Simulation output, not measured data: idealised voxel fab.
A process module follows: voxel gate over fins.
cross-section cut | 205 nm wide | cells 5 nm
Notation: cross-section as square-cell grid; stated in bands, top first, going down; one or more cell rows per band. Look at the band entry: it leads with the top's height and the bottom's height in nm. Then it lists the materials left to right, with a width in nm for each. The word "everywhere" on a single material says that material fills the band edge to edge. The word "air" is empty space. Convention: height 0 is the level below which the wafer, as received, is all one material. The lowest band does not terminate at the bottom but continues downward, represented as "0 nm and below". A width such as "30 to 40" changes by the same amount from each row of cells to the next, from the band's top row to its bottom row. Key: "remained the same" - step with no changed cell in the cross-section. What "Voids, sealed" gives you is every empty space of 8 cells or more that is cut off from the top. Each appears as width x height at distance, with the distance taken from the left edge and width, height and distance all in nm. Step line, after settings: the simulator's comment on this step. The line of a step may include "overlay nm". On a step with a mask, this value is how far to the right of its planned place the mask lay. A negative value means the mask lay to the left.
## The process steps that were planned are listed below
1,RECEIVE,material Si
2,CONFORMAL_DEP,material SiN,thk nm 5
3,DIRECTIONAL_DEP,material aC,thk nm 15
4,PATTERN,tone cover,mask id FINS,material resist,width nm 15,pitch nm 45,thk nm 30,overlay nm 0
5,DIRECTIONAL_ETCH,etch materials aC,depth nm 15
6,STRIP,etch materials resist
7,DIRECTIONAL_ETCH,etch materials SiN,depth nm 5
8,DIRECTIONAL_ETCH,etch materials Si,depth nm 40
9,STRIP,etch materials aC
10,FILL_DEP,material SiO2,thk nm 5
11,CMP,height nm 5
12,SELECTIVE_ETCH,etch materials SiO2,depth nm 20
13,STRIP,etch materials SiN
14,CONFORMAL_DEP,material HfO2,thk nm 5
15,CONFORMAL_DEP,material TiN,thk nm 5
16,FILL_DEP,material W,thk nm 15
17,CMP,height nm 20
18,CONFORMAL_DEP,material SiCN,thk nm 10
## First of two wafers, processed according to plan
## Wafer cross-section on receipt, i.e. after step 1
	0 nm and below | Si everywhere
	Voids, sealed: none
## Cross-section: wafer state after step 2
	5 nm to 0 nm | SiN everywhere
	Heights below 0 show no change.
## Cross-section: wafer state after step 3
	20 nm to 5 nm | aC everywhere
	Heights below 5 show no change.
## Cross-section: wafer state after step 4
	50 nm to 20 nm | 25 air, 15 resist, 30 air, 15 resist, 30 air, 15 resist, 30 air, 15 resist, 30 air
	Heights below 20 show no change.
## Cross-section: wafer state after step 5
	35 nm to 20 nm | 25 air, 15 resist, 30 air, 15 resist, 30 air, 15 resist, 30 air, 15 resist, 30 air
	20 nm to 5 nm | 25 air, 15 aC, 30 air, 15 aC, 30 air, 15 aC, 30 air, 15 aC, 30 air
	Heights below 5 show no change.
## Cross-section: wafer state after step 6
	20 nm to 5 nm | 25 air, 15 aC, 30 air, 15 aC, 30 air, 15 aC, 30 air, 15 aC, 30 air
	Heights below 5 show no change.
## Cross-section: wafer state after step 7
	20 nm to 5 nm | 25 air, 15 aC, 30 air, 15 aC, 30 air, 15 aC, 30 air, 15 aC, 30 air
	5 nm to 0 nm | 25 air, 15 SiN, 30 air, 15 SiN, 30 air, 15 SiN, 30 air, 15 SiN, 30 air
	Heights below 0 show no change.
## Cross-section: wafer state after step 8
	20 nm to 5 nm | 25 air, 15 aC, 30 air, 15 aC, 30 air, 15 aC, 30 air, 15 aC, 30 air
	5 nm to 0 nm | 25 air, 15 SiN, 30 air, 15 SiN, 30 air, 15 SiN, 30 air, 15 SiN, 30 air
	0 nm to -40 nm | 25 air, 15 Si, 30 air, 15 Si, 30 air, 15 Si, 30 air, 15 Si, 30 air
	Heights below -40 show no change.
## Cross-section: wafer state after step 9
	5 nm to 0 nm | 25 air, 15 SiN, 30 air, 15 SiN, 30 air, 15 SiN, 30 air, 15 SiN, 30 air
	Heights below 0 show no change.
## Cross-section: wafer state after step 10
	10 nm to 5 nm | SiO2 everywhere
	5 nm to 0 nm | 25 SiO2, 15 SiN, 30 SiO2, 15 SiN, 30 SiO2, 15 SiN, 30 SiO2, 15 SiN, 30 SiO2
	0 nm to -40 nm | 25 SiO2, 15 Si, 30 SiO2, 15 Si, 30 SiO2, 15 Si, 30 SiO2, 15 Si, 30 SiO2
	Heights below -40 show no change.
## Cross-section: wafer state after step 11
	5 nm to 0 nm | 25 SiO2, 15 SiN, 30 SiO2, 15 SiN, 30 SiO2, 15 SiN, 30 SiO2, 15 SiN, 30 SiO2
	Heights below 0 show no change.
## Cross-section: wafer state after step 12
	5 nm to 0 nm | 25 air, 15 SiN, 30 air, 15 SiN, 30 air, 15 SiN, 30 air, 15 SiN, 30 air
	0 nm to -15 nm | 25 air, 15 Si, 30 air, 15 Si, 30 air, 15 Si, 30 air, 15 Si, 30 air
	Heights below -15 show no change.
## Cross-section: wafer state after step 13
	0 nm to -15 nm | 25 air, 15 Si, 30 air, 15 Si, 30 air, 15 Si, 30 air, 15 Si, 30 air
	Heights below -15 show no change.
## Cross-section: wafer state after step 14
	5 nm to 0 nm | 20 air, 25 HfO2, 20 air, 25 HfO2, 20 air, 25 HfO2, 20 air, 25 HfO2, 25 air
	0 nm to -10 nm | 20 air, 5 HfO2, 15 Si, 5 HfO2, 20 air, 5 HfO2, 15 Si, 5 HfO2, 20 air, 5 HfO2, 15 Si, 5 HfO2, 20 air, 5 HfO2, 15 Si, 5 HfO2, 25 air
	-10 nm to -15 nm | 25 HfO2, 15 Si, 30 HfO2, 15 Si, 30 HfO2, 15 Si, 30 HfO2, 15 Si, 30 HfO2
	Heights below -15 show no change.
## Cross-section: wafer state after step 15
	10 nm to 5 nm | 15 air, 35 TiN, 10 air, 35 TiN, 10 air, 35 TiN, 10 air, 35 TiN, 20 air
	5 nm to 0 nm | 15 air, 5 TiN, 25 HfO2, 5 TiN, 10 air, 5 TiN, 25 HfO2, 5 TiN, 10 air, 5 TiN, 25 HfO2, 5 TiN, 10 air, 5 TiN, 25 HfO2, 5 TiN, 20 air
	0 nm to -5 nm | 15 air, 5 TiN, 5 HfO2, 15 Si, 5 HfO2, 5 TiN, 10 air, 5 TiN, 5 HfO2, 15 Si, 5 HfO2, 5 TiN, 10 air, 5 TiN, 5 HfO2, 15 Si, 5 HfO2, 5 TiN, 10 air, 5 TiN, 5 HfO2, 15 Si, 5 HfO2, 5 TiN, 20 air
	-5 nm to -10 nm | 20 TiN, 5 HfO2, 15 Si, 5 HfO2, 20 TiN, 5 HfO2, 15 Si, 5 HfO2, 20 TiN, 5 HfO2, 15 Si, 5 HfO2, 20 TiN, 5 HfO2, 15 Si, 5 HfO2, 25 TiN
	Heights below -10 show no change.
## Cross-section: wafer state after step 16
	25 nm to 10 nm | W everywhere
	10 nm to 5 nm | 15 W, 35 TiN, 10 W, 35 TiN, 10 W, 35 TiN, 10 W, 35 TiN, 20 W
	5 nm to 0 nm | 15 W, 5 TiN, 25 HfO2, 5 TiN, 10 W, 5 TiN, 25 HfO2, 5 TiN, 10 W, 5 TiN, 25 HfO2, 5 TiN, 10 W, 5 TiN, 25 HfO2, 5 TiN, 20 W
	0 nm to -5 nm | 15 W, 5 TiN, 5 HfO2, 15 Si, 5 HfO2, 5 TiN, 10 W, 5 TiN, 5 HfO2, 15 Si, 5 HfO2, 5 TiN, 10 W, 5 TiN, 5 HfO2, 15 Si, 5 HfO2, 5 TiN, 10 W, 5 TiN, 5 HfO2, 15 Si, 5 HfO2, 5 TiN, 20 W
	Heights below -5 show no change.
## Cross-section: wafer state after step 17
	20 nm to 10 nm | W everywhere
	Heights below 10 show no change.
## Cross-section: wafer state after step 18
	30 nm to 20 nm | SiCN everywhere
	Heights below 20 show no change.
## Wafer two of two - same starting point, same process plan, one mistake in execution; matches wafer one up to and including step 13
## At the planned end of step 14, the second wafer in cross-section
	5 nm to 0 nm | 20 air, 25 TiN, 20 air, 25 TiN, 20 air, 25 TiN, 20 air, 25 TiN, 25 air
	0 nm to -10 nm | 20 air, 5 TiN, 15 Si, 5 TiN, 20 air, 5 TiN, 15 Si, 5 TiN, 20 air, 5 TiN, 15 Si, 5 TiN, 20 air, 5 TiN, 15 Si, 5 TiN, 25 air
	-10 nm to -15 nm | 25 TiN, 15 Si, 30 TiN, 15 Si, 30 TiN, 15 Si, 30 TiN, 15 Si, 30 TiN
	Heights below -15 show no change.
## At the planned end of step 15, the second wafer in cross-section
	10 nm to 5 nm | 15 air, 35 HfO2, 10 air, 35 HfO2, 10 air, 35 HfO2, 10 air, 35 HfO2, 20 air
	5 nm to 0 nm | 15 air, 5 HfO2, 25 TiN, 5 HfO2, 10 air, 5 HfO2, 25 TiN, 5 HfO2, 10 air, 5 HfO2, 25 TiN, 5 HfO2, 10 air, 5 HfO2, 25 TiN, 5 HfO2, 20 air
	0 nm to -5 nm | 15 air, 5 HfO2, 5 TiN, 15 Si, 5 TiN, 5 HfO2, 10 air, 5 HfO2, 5 TiN, 15 Si, 5 TiN, 5 HfO2, 10 air, 5 HfO2, 5 TiN, 15 Si, 5 TiN, 5 HfO2, 10 air, 5 HfO2, 5 TiN, 15 Si, 5 TiN, 5 HfO2, 20 air
	-5 nm to -10 nm | 20 HfO2, 5 TiN, 15 Si, 5 TiN, 20 HfO2, 5 TiN, 15 Si, 5 TiN, 20 HfO2, 5 TiN, 15 Si, 5 TiN, 20 HfO2, 5 TiN, 15 Si, 5 TiN, 25 HfO2
	Heights below -10 show no change.
## At the planned end of step 16, the second wafer in cross-section
	25 nm to 10 nm | W everywhere
	10 nm to 5 nm | 15 W, 35 HfO2, 10 W, 35 HfO2, 10 W, 35 HfO2, 10 W, 35 HfO2, 20 W
	5 nm to 0 nm | 15 W, 5 HfO2, 25 TiN, 5 HfO2, 10 W, 5 HfO2, 25 TiN, 5 HfO2, 10 W, 5 HfO2, 25 TiN, 5 HfO2, 10 W, 5 HfO2, 25 TiN, 5 HfO2, 20 W
	0 nm to -5 nm | 15 W, 5 HfO2, 5 TiN, 15 Si, 5 TiN, 5 HfO2, 10 W, 5 HfO2, 5 TiN, 15 Si, 5 TiN, 5 HfO2, 10 W, 5 HfO2, 5 TiN, 15 Si, 5 TiN, 5 HfO2, 10 W, 5 HfO2, 5 TiN, 15 Si, 5 TiN, 5 HfO2, 20 W
	Heights below -5 show no change.
## At the planned end of step 17, the second wafer in cross-section
	20 nm to 10 nm | W everywhere
	Heights below 10 show no change.
## At the planned end of step 18, the second wafer in cross-section
	30 nm to 20 nm | SiCN everywhere
	Heights below 20 show no change.
Error vs. plan: steps 14 and 15 run out of order (swapped)
Matching per-material cell counts, mismatched positions: that is how the second wafer compares with the first at the end.
